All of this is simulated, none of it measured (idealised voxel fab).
Title: Process Module voxel capacitor over wiring
Pictured: cross-section cut, 205 nm wide, on a grid of 5 nm square cells.
This document writes a cross-section as a grid whose cells are square, and gives it as bands, listed from the top down; one or more rows of cells form a band. A band entry consists of two parts. The first gives the height of the band's top and the height of its bottom, in nm. The rest lists the band's materials from left to right, each with its width in nm. A single material labelled with the word "full width" fills the band from edge to edge, and the word "blank" marks empty space. Zero point of the height axis is 0; under it, received wafer = one material. Lowest band: continues down indefinitely, "0 down". A width given as "30 to 40" starts at the first number in the band's top row and ends at the second number in its bottom row, shifting by an equal amount at every step from row to row. "nothing different" for a step: no cell of the cross-section changed in that step. Entry "Entrapped voids" = empty spaces >= 8 cells with no open way to the top; each as width x height at distance, distance from left edge, all nm. Where a step's line continues beyond its settings, the continuation is a remark by the simulator itself on that step. Each step line may optionally specify "overlay nm", which for a step with a mask gives the rightward distance between the mask's planned place and where it lay, a negative value indicating the leftward direction.
[The following list gives the planned process steps]
1. RECEIVE,material Si
2. CONFORMAL_DEP,material SiO2,thk nm 10
3. CONFORMAL_DEP,material SiCN,thk nm 5
4. DIRECTIONAL_DEP,material SiO2,thk nm 25
5. MASKED_ETCH,tone open,mask id METAL_1,width nm 20,pitch nm 75,etch materials SiO2,depth nm 25,overlay nm 0
6. MASKED_ETCH,tone open,mask id METAL_1,width nm 20,pitch nm 75,etch materials SiCN,depth nm 5,overlay nm 0
7. CONFORMAL_DEP,material TiN,thk nm 5
8. FILL_DEP,material Cu,thk nm 5
9. CMP,height nm 40
10. CONFORMAL_DEP,material SiCN,thk nm 5
11. DIRECTIONAL_DEP,material lowk,thk nm 20
12. PATTERN,tone open,mask id PLUG_1,material resist,width nm 15,thk nm 20,overlay nm 0
13. DIRECTIONAL_ETCH,etch materials lowk,depth nm 20
14. DIRECTIONAL_ETCH,etch materials SiCN,depth nm 5
15. STRIP,etch materials resist
16. EPI,material Ru,thk nm 10
17. EPI,material Ru,thk nm 10
18. EPI,material Ru,thk nm 5
19. DIRECTIONAL_DEP,material TiN,thk nm 10
20. DIRECTIONAL_DEP,material SiN,thk nm 5
21. DIRECTIONAL_DEP,material TiN,thk nm 10
22. PATTERN,tone cover,mask id UPPER_PLATE,material resist,width nm 60,thk nm 15,overlay nm 0
23. DIRECTIONAL_ETCH,etch materials TiN,depth nm 10
24. DIRECTIONAL_ETCH,etch materials SiN,depth nm 5
25. STRIP,etch materials resist
26. DIRECTIONAL_DEP,material aC,thk nm 15
27. PATTERN,tone cover,mask id LOWER_PLATE,material resist,width nm 70,thk nm 30,overlay nm 0
28. DIRECTIONAL_ETCH,etch materials aC,depth nm 15
29. STRIP,etch materials resist
30. DIRECTIONAL_ETCH,etch materials TiN,depth nm 10
31. STRIP,etch materials aC
32. FILL_DEP,material SiO2,thk nm 15
33. CMP,height nm 100
34. PATTERN,tone open,mask id PLUG_2,material resist,width nm 15,thk nm 15,overlay nm 0
35. DIRECTIONAL_ETCH,etch materials SiO2,depth nm 10
36. STRIP,etch materials resist
37. CONFORMAL_DEP,material TiN,thk nm 5
38. FILL_DEP,material Ru,thk nm 5
39. CMP,height nm 100
40. CONFORMAL_DEP,material SiCN,thk nm 5
[The following pertains to the first of two wafers, which was processed as planned]
[Cross-section: wafer on arrival = after step 1]
* 0 down: Si full width
* Entrapped voids: none
[The wafer, seen in cross-section, after step 2]
* 10 to 0: SiO2 full width
* Below 0 it's all the same as before, nothing changed down there.
[The wafer, seen in cross-section, after step 3]
* 15 to 10: SiCN full width
* Below 10 it's all the same as before, nothing changed down there.
[The wafer, seen in cross-section, after step 4]
* 40 to 15: SiO2 full width
* Below 15 it's all the same as before, nothing changed down there.
[The wafer, seen in cross-section, after step 5]
* 40 to 15: 55 nm SiO2 | 20 nm blank | 55 nm SiO2 | 20 nm blank | 55 nm SiO2
* Below 15 it's all the same as before, nothing changed down there.
[The wafer, seen in cross-section, after step 6]
* 40 to 15: 55 nm SiO2 | 20 nm blank | 55 nm SiO2 | 20 nm blank | 55 nm SiO2
* 15 to 10: 55 nm SiCN | 20 nm blank | 55 nm SiCN | 20 nm blank | 55 nm SiCN
* Below 10 it's all the same as before, nothing changed down there.
[The wafer, seen in cross-section, after step 7]
* 45 to 40: 60 nm TiN | 10 nm blank | 65 nm TiN | 10 nm blank | 60 nm TiN
* 40 to 15: 55 nm SiO2 | 5 nm TiN | 10 nm blank | 5 nm TiN | 55 nm SiO2 | 5 nm TiN | 10 nm blank | 5 nm TiN | 55 nm SiO2
* 15 to 10: 55 nm SiCN | 20 nm TiN | 55 nm SiCN | 20 nm TiN | 55 nm SiCN
* Below 10 it's all the same as before, nothing changed down there.
[The wafer, seen in cross-section, after step 8]
* 50 to 45: Cu full width
* 45 to 40: 60 nm TiN | 10 nm Cu | 65 nm TiN | 10 nm Cu | 60 nm TiN
* 40 to 15: 55 nm SiO2 | 5 nm TiN | 10 nm Cu | 5 nm TiN | 55 nm SiO2 | 5 nm TiN | 10 nm Cu | 5 nm TiN | 55 nm SiO2
* Below 15 it's all the same as before, nothing changed down there.
[The wafer, seen in cross-section, after step 9]
* 40 to 15: 55 nm SiO2 | 5 nm TiN | 10 nm Cu | 5 nm TiN | 55 nm SiO2 | 5 nm TiN | 10 nm Cu | 5 nm TiN | 55 nm SiO2
* Below 15 it's all the same as before, nothing changed down there.
[The wafer, seen in cross-section, after step 10]
* 45 to 40: SiCN full width
* Below 40 it's all the same as before, nothing changed down there.
[The wafer, seen in cross-section, after step 11]
* 65 to 45: lowk full width
* Below 45 it's all the same as before, nothing changed down there.
[The wafer, seen in cross-section, after step 12]
* 85 to 65: 60 nm resist | 15 nm blank | 130 nm resist
* Below 65 it's all the same as before, nothing changed down there.
[The wafer, seen in cross-section, after step 13]
* 85 to 65: 60 nm resist | 15 nm blank | 130 nm resist
* 65 to 45: 60 nm lowk | 15 nm blank | 130 nm lowk
* Below 45 it's all the same as before, nothing changed down there.
[The wafer, seen in cross-section, after step 14]
* 85 to 65: 60 nm resist | 15 nm blank | 130 nm resist
* 65 to 45: 60 nm lowk | 15 nm blank | 130 nm lowk
* 45 to 40: 60 nm SiCN | 15 nm blank | 130 nm SiCN
* Below 40 it's all the same as before, nothing changed down there.
[The wafer, seen in cross-section, after step 15]
* 65 to 45: 60 nm lowk | 15 nm blank | 130 nm lowk
* Below 45 it's all the same as before, nothing changed down there.
[The wafer, seen in cross-section, after step 16]
* 65 to 50: 60 nm lowk | 15 nm blank | 130 nm lowk
* 50 to 45: 60 nm lowk | 15 nm Ru | 130 nm lowk
* 45 to 40: 60 nm SiCN | 15 nm Ru | 130 nm SiCN
* Below 40 it's all the same as before, nothing changed down there.
[The wafer, seen in cross-section, after step 17]
* 65 to 60: 60 nm lowk | 15 nm blank | 130 nm lowk
* 60 to 45: 60 nm lowk | 15 nm Ru | 130 nm lowk
* Below 45 it's all the same as before, nothing changed down there.
[The wafer, seen in cross-section, after step 18]
* 65 to 45: 60 nm lowk | 15 nm Ru | 130 nm lowk
* Below 45 it's all the same as before, nothing changed down there.
[The wafer, seen in cross-section, after step 19]
* 75 to 65: TiN full width
* Below 65 it's all the same as before, nothing changed down there.
[The wafer, seen in cross-section, after step 20]
* 80 to 75: SiN full width
* Below 75 it's all the same as before, nothing changed down there.
[The wafer, seen in cross-section, after step 21]
* 90 to 80: TiN full width
* Below 80 it's all the same as before, nothing changed down there.
[The wafer, seen in cross-section, after step 22]
* 105 to 90: 60 nm blank | 60 nm resist | 85 nm blank
* Below 90 it's all the same as before, nothing changed down there.
[The wafer, seen in cross-section, after step 23]
* 105 to 90: 60 nm blank | 60 nm resist | 85 nm blank
* 90 to 80: 60 nm blank | 60 nm TiN | 85 nm blank
* Below 80 it's all the same as before, nothing changed down there.
[The wafer, seen in cross-section, after step 24]
* 105 to 90: 60 nm blank | 60 nm resist | 85 nm blank
* 90 to 80: 60 nm blank | 60 nm TiN | 85 nm blank
* 80 to 75: 60 nm blank | 60 nm SiN | 85 nm blank
* Below 75 it's all the same as before, nothing changed down there.
[The wafer, seen in cross-section, after step 25]
* 90 to 80: 60 nm blank | 60 nm TiN | 85 nm blank
* Below 80 it's all the same as before, nothing changed down there.
[The wafer, seen in cross-section, after step 26]
* 105 to 90: 60 nm blank | 60 nm aC | 85 nm blank
* 90 to 80: 60 nm aC | 60 nm TiN | 85 nm aC
* 80 to 75: 60 nm aC | 60 nm SiN | 85 nm aC
* Below 75 it's all the same as before, nothing changed down there.
[The wafer, seen in cross-section, after step 27]
* 135 to 105: 55 nm blank | 70 nm resist | 80 nm blank
* 105 to 90: 55 nm blank | 5 nm resist | 60 nm aC | 5 nm resist | 80 nm blank
* Below 90 it's all the same as before, nothing changed down there.
[The wafer, seen in cross-section, after step 28]
* 120 to 105: 55 nm blank | 70 nm resist | 80 nm blank
* 105 to 90: 55 nm blank | 5 nm resist | 60 nm aC | 5 nm resist | 80 nm blank
* 90 to 80: 55 nm blank | 5 nm aC | 60 nm TiN | 5 nm aC | 80 nm blank
* 80 to 75: 55 nm blank | 5 nm aC | 60 nm SiN | 5 nm aC | 80 nm blank
* Below 75 it's all the same as before, nothing changed down there.
[The wafer, seen in cross-section, after step 29]
* 105 to 90: 60 nm blank | 60 nm aC | 85 nm blank
* Below 90 it's all the same as before, nothing changed down there.
[The wafer, seen in cross-section, after step 30]
* 105 to 90: 60 nm blank | 60 nm aC | 85 nm blank
* 90 to 80: 55 nm blank | 5 nm aC | 60 nm TiN | 5 nm aC | 80 nm blank
* 80 to 75: 55 nm blank | 5 nm aC | 60 nm SiN | 5 nm aC | 80 nm blank
* 75 to 65: 55 nm blank | 70 nm TiN | 80 nm blank
* Below 65 it's all the same as before, nothing changed down there.
[The wafer, seen in cross-section, after step 31]
* 90 to 80: 60 nm blank | 60 nm TiN | 85 nm blank
* 80 to 75: 60 nm blank | 60 nm SiN | 85 nm blank
* Below 75 it's all the same as before, nothing changed down there.
[The wafer, seen in cross-section, after step 32]
* 105 to 90: SiO2 full width
* 90 to 80: 60 nm SiO2 | 60 nm TiN | 85 nm SiO2
* 80 to 75: 60 nm SiO2 | 60 nm SiN | 85 nm SiO2
* 75 to 65: 55 nm SiO2 | 70 nm TiN | 80 nm SiO2
* Below 65 it's all the same as before, nothing changed down there.
[The wafer, seen in cross-section, after step 33]
* 100 to 90: SiO2 full width
* Below 90 it's all the same as before, nothing changed down there.
[The wafer, seen in cross-section, after step 34]
* 115 to 100: 70 nm resist | 15 nm blank | 120 nm resist
* Below 100 it's all the same as before, nothing changed down there.
[The wafer, seen in cross-section, after step 35]
* 115 to 100: 70 nm resist | 15 nm blank | 120 nm resist
* 100 to 90: 70 nm SiO2 | 15 nm blank | 120 nm SiO2
* Below 90 it's all the same as before, nothing changed down there.
[The wafer, seen in cross-section, after step 36]
* 100 to 90: 70 nm SiO2 | 15 nm blank | 120 nm SiO2
* Below 90 it's all the same as before, nothing changed down there.
[The wafer, seen in cross-section, after step 37]
* 105 to 100: 75 nm TiN | 5 nm blank | 125 nm TiN
* 100 to 95: 70 nm SiO2 | 5 nm TiN | 5 nm blank | 5 nm TiN | 120 nm SiO2
* 95 to 90: 70 nm SiO2 | 15 nm TiN | 120 nm SiO2
* Below 90 it's all the same as before, nothing changed down there.
[The wafer, seen in cross-section, after step 38]
* 110 to 105: Ru full width
* 105 to 100: 75 nm TiN | 5 nm Ru | 125 nm TiN
* 100 to 95: 70 nm SiO2 | 5 nm TiN | 5 nm Ru | 5 nm TiN | 120 nm SiO2
* Below 95 it's all the same as before, nothing changed down there.
[The wafer, seen in cross-section, after step 39]
* 100 to 95: 70 nm SiO2 | 5 nm TiN | 5 nm Ru | 5 nm TiN | 120 nm SiO2
* Below 95 it's all the same as before, nothing changed down there.
[The wafer, seen in cross-section, after step 40]
* 105 to 100: SiCN full width
* Below 100 it's all the same as before, nothing changed down there.
[The second wafer was prepared from the same starting point and under the same plan as the first; its processing contained one mistake, and it remains indistinguishable from the first wafer up to and including step 4]
[Here is the second wafer in cross-section at the point where step 5 of the plan should have been done]
* 40 to 15: 55 nm SiO2 | 25 nm blank | 50 nm SiO2 | 25 nm blank | 50 nm SiO2
* Below 15 it's all the same as before, nothing changed down there.
[Here is the second wafer in cross-section at the point where step 6 of the plan should have been done]
* 40 to 15: 55 nm SiO2 | 25 nm blank | 50 nm SiO2 | 25 nm blank | 50 nm SiO2
* 15 to 10: 55 nm SiCN | 20 nm blank | 55 nm SiCN | 20 nm blank | 55 nm SiCN
* Below 10 it's all the same as before, nothing changed down there.
[Here is the second wafer in cross-section at the point where step 7 of the plan should have been done]
* 45 to 40: 60 nm TiN | 15 nm blank | 60 nm TiN | 15 nm blank | 55 nm TiN
* 40 to 20: 55 nm SiO2 | 5 nm TiN | 15 nm blank | 5 nm TiN | 50 nm SiO2 | 5 nm TiN | 15 nm blank | 5 nm TiN | 50 nm SiO2
* 20 to 15: 55 nm SiO2 | 5 nm TiN | 10 nm blank | 10 nm TiN | 50 nm SiO2 | 5 nm TiN | 10 nm blank | 10 nm TiN | 50 nm SiO2
* 15 to 10: 55 nm SiCN | 20 nm TiN | 55 nm SiCN | 20 nm TiN | 55 nm SiCN
* Below 10 it's all the same as before, nothing changed down there.
[Here is the second wafer in cross-section at the point where step 8 of the plan should have been done]
* 50 to 45: Cu full width
* 45 to 40: 60 nm TiN | 15 nm Cu | 60 nm TiN | 15 nm Cu | 55 nm TiN
* 40 to 20: 55 nm SiO2 | 5 nm TiN | 15 nm Cu | 5 nm TiN | 50 nm SiO2 | 5 nm TiN | 15 nm Cu | 5 nm TiN | 50 nm SiO2
* 20 to 15: 55 nm SiO2 | 5 nm TiN | 10 nm Cu | 10 nm TiN | 50 nm SiO2 | 5 nm TiN | 10 nm Cu | 10 nm TiN | 50 nm SiO2
* Below 15 it's all the same as before, nothing changed down there.
[Here is the second wafer in cross-section at the point where step 9 of the plan should have been done]
* 40 to 20: 55 nm SiO2 | 5 nm TiN | 15 nm Cu | 5 nm TiN | 50 nm SiO2 | 5 nm TiN | 15 nm Cu | 5 nm TiN | 50 nm SiO2
* Below 20 it's all the same as before, nothing changed down there.
[Here is the second wafer in cross-section at the point where step 10 of the plan should have been done]
* 45 to 40: SiCN full width
* Below 40 it's all the same as before, nothing changed down there.
[Here is the second wafer in cross-section at the point where step 11 of the plan should have been done]
* 65 to 45: lowk full width
* Below 45 it's all the same as before, nothing changed down there.
[Here is the second wafer in cross-section at the point where step 12 of the plan should have been done]
* 85 to 65: 60 nm resist | 15 nm blank | 130 nm resist
* Below 65 it's all the same as before, nothing changed down there.
[Here is the second wafer in cross-section at the point where step 13 of the plan should have been done]
* 85 to 65: 60 nm resist | 15 nm blank | 130 nm resist
* 65 to 45: 60 nm lowk | 15 nm blank | 130 nm lowk
* Below 45 it's all the same as before, nothing changed down there.
[Here is the second wafer in cross-section at the point where step 14 of the plan should have been done]
* 85 to 65: 60 nm resist | 15 nm blank | 130 nm resist
* 65 to 45: 60 nm lowk | 15 nm blank | 130 nm lowk
* 45 to 40: 60 nm SiCN | 15 nm blank | 130 nm SiCN
* Below 40 it's all the same as before, nothing changed down there.
[Here is the second wafer in cross-section at the point where step 15 of the plan should have been done]
* 65 to 45: 60 nm lowk | 15 nm blank | 130 nm lowk
* Below 45 it's all the same as before, nothing changed down there.
[Here is the second wafer in cross-section at the point where step 16 of the plan should have been done]
* 65 to 50: 60 nm lowk | 15 nm blank | 130 nm lowk
* 50 to 45: 60 nm lowk | 15 nm Ru | 130 nm lowk
* 45 to 40: 60 nm SiCN | 15 nm Ru | 130 nm SiCN
* Below 40 it's all the same as before, nothing changed down there.
[Here is the second wafer in cross-section at the point where step 17 of the plan should have been done]
* 65 to 60: 60 nm lowk | 15 nm blank | 130 nm lowk
* 60 to 45: 60 nm lowk | 15 nm Ru | 130 nm lowk
* Below 45 it's all the same as before, nothing changed down there.
[Here is the second wafer in cross-section at the point where step 18 of the plan should have been done]
* 65 to 45: 60 nm lowk | 15 nm Ru | 130 nm lowk
* Below 45 it's all the same as before, nothing changed down there.
[Here is the second wafer in cross-section at the point where step 19 of the plan should have been done]
* 75 to 65: TiN full width
* Below 65 it's all the same as before, nothing changed down there.
[Here is the second wafer in cross-section at the point where step 20 of the plan should have been done]
* 80 to 75: SiN full width
* Below 75 it's all the same as before, nothing changed down there.
[Here is the second wafer in cross-section at the point where step 21 of the plan should have been done]
* 90 to 80: TiN full width
* Below 80 it's all the same as before, nothing changed down there.
[Here is the second wafer in cross-section at the point where step 22 of the plan should have been done]
* 105 to 90: 60 nm blank | 60 nm resist | 85 nm blank
* Below 90 it's all the same as before, nothing changed down there.
[Here is the second wafer in cross-section at the point where step 23 of the plan should have been done]
* 105 to 90: 60 nm blank | 60 nm resist | 85 nm blank
* 90 to 80: 60 nm blank | 60 nm TiN | 85 nm blank
* Below 80 it's all the same as before, nothing changed down there.
[Here is the second wafer in cross-section at the point where step 24 of the plan should have been done]
* 105 to 90: 60 nm blank | 60 nm resist | 85 nm blank
* 90 to 80: 60 nm blank | 60 nm TiN | 85 nm blank
* 80 to 75: 60 nm blank | 60 nm SiN | 85 nm blank
* Below 75 it's all the same as before, nothing changed down there.
[Here is the second wafer in cross-section at the point where step 25 of the plan should have been done]
* 90 to 80: 60 nm blank | 60 nm TiN | 85 nm blank
* Below 80 it's all the same as before, nothing changed down there.
[Here is the second wafer in cross-section at the point where step 26 of the plan should have been done]
* 105 to 90: 60 nm blank | 60 nm aC | 85 nm blank
* 90 to 80: 60 nm aC | 60 nm TiN | 85 nm aC
* 80 to 75: 60 nm aC | 60 nm SiN | 85 nm aC
* Below 75 it's all the same as before, nothing changed down there.
[Here is the second wafer in cross-section at the point where step 27 of the plan should have been done]
* 135 to 105: 55 nm blank | 70 nm resist | 80 nm blank
* 105 to 90: 55 nm blank | 5 nm resist | 60 nm aC | 5 nm resist | 80 nm blank
* Below 90 it's all the same as before, nothing changed down there.
[Here is the second wafer in cross-section at the point where step 28 of the plan should have been done]
* 120 to 105: 55 nm blank | 70 nm resist | 80 nm blank
* 105 to 90: 55 nm blank | 5 nm resist | 60 nm aC | 5 nm resist | 80 nm blank
* 90 to 80: 55 nm blank | 5 nm aC | 60 nm TiN | 5 nm aC | 80 nm blank
* 80 to 75: 55 nm blank | 5 nm aC | 60 nm SiN | 5 nm aC | 80 nm blank
* Below 75 it's all the same as before, nothing changed down there.
[Here is the second wafer in cross-section at the point where step 29 of the plan should have been done]
* 105 to 90: 60 nm blank | 60 nm aC | 85 nm blank
* Below 90 it's all the same as before, nothing changed down there.
[Here is the second wafer in cross-section at the point where step 30 of the plan should have been done]
* 105 to 90: 60 nm blank | 60 nm aC | 85 nm blank
* 90 to 80: 55 nm blank | 5 nm aC | 60 nm TiN | 5 nm aC | 80 nm blank
* 80 to 75: 55 nm blank | 5 nm aC | 60 nm SiN | 5 nm aC | 80 nm blank
* 75 to 65: 55 nm blank | 70 nm TiN | 80 nm blank
* Below 65 it's all the same as before, nothing changed down there.
[Here is the second wafer in cross-section at the point where step 31 of the plan should have been done]
* 90 to 80: 60 nm blank | 60 nm TiN | 85 nm blank
* 80 to 75: 60 nm blank | 60 nm SiN | 85 nm blank
* Below 75 it's all the same as before, nothing changed down there.
[Here is the second wafer in cross-section at the point where step 32 of the plan should have been done]
* 105 to 90: SiO2 full width
* 90 to 80: 60 nm SiO2 | 60 nm TiN | 85 nm SiO2
* 80 to 75: 60 nm SiO2 | 60 nm SiN | 85 nm SiO2
* 75 to 65: 55 nm SiO2 | 70 nm TiN | 80 nm SiO2
* Below 65 it's all the same as before, nothing changed down there.
[Here is the second wafer in cross-section at the point where step 33 of the plan should have been done]
* 100 to 90: SiO2 full width
* Below 90 it's all the same as before, nothing changed down there.
[Here is the second wafer in cross-section at the point where step 34 of the plan should have been done]
* 115 to 100: 70 nm resist | 15 nm blank | 120 nm resist
* Below 100 it's all the same as before, nothing changed down there.
[Here is the second wafer in cross-section at the point where step 35 of the plan should have been done]
* 115 to 100: 70 nm resist | 15 nm blank | 120 nm resist
* 100 to 90: 70 nm SiO2 | 15 nm blank | 120 nm SiO2
* Below 90 it's all the same as before, nothing changed down there.
[Here is the second wafer in cross-section at the point where step 36 of the plan should have been done]
* 100 to 90: 70 nm SiO2 | 15 nm blank | 120 nm SiO2
* Below 90 it's all the same as before, nothing changed down there.
[Here is the second wafer in cross-section at the point where step 37 of the plan should have been done]
* 105 to 100: 75 nm TiN | 5 nm blank | 125 nm TiN
* 100 to 95: 70 nm SiO2 | 5 nm TiN | 5 nm blank | 5 nm TiN | 120 nm SiO2
* 95 to 90: 70 nm SiO2 | 15 nm TiN | 120 nm SiO2
* Below 90 it's all the same as before, nothing changed down there.
[Here is the second wafer in cross-section at the point where step 38 of the plan should have been done]
* 110 to 105: Ru full width
* 105 to 100: 75 nm TiN | 5 nm Ru | 125 nm TiN
* 100 to 95: 70 nm SiO2 | 5 nm TiN | 5 nm Ru | 5 nm TiN | 120 nm SiO2
* Below 95 it's all the same as before, nothing changed down there.
[Here is the second wafer in cross-section at the point where step 39 of the plan should have been done]
* 100 to 95: 70 nm SiO2 | 5 nm TiN | 5 nm Ru | 5 nm TiN | 120 nm SiO2
* Below 95 it's all the same as before, nothing changed down there.
[Here is the second wafer in cross-section at the point where step 40 of the plan should have been done]
* 105 to 100: SiCN full width
* Below 100 it's all the same as before, nothing changed down there.
What was the processing mistake? it should be noted that step 5 was executed with settings other than those planned, the operation and settings actually applied being MASKED_ETCH,tone open,mask id METAL_1,width nm 25,pitch nm 75,etch materials SiO2,depth nm 25,overlay nm 0
The closing comparison, in cells, has the second wafer with more or fewer of some materials than the first: +8 Cu, -10 SiO2, +2 TiN
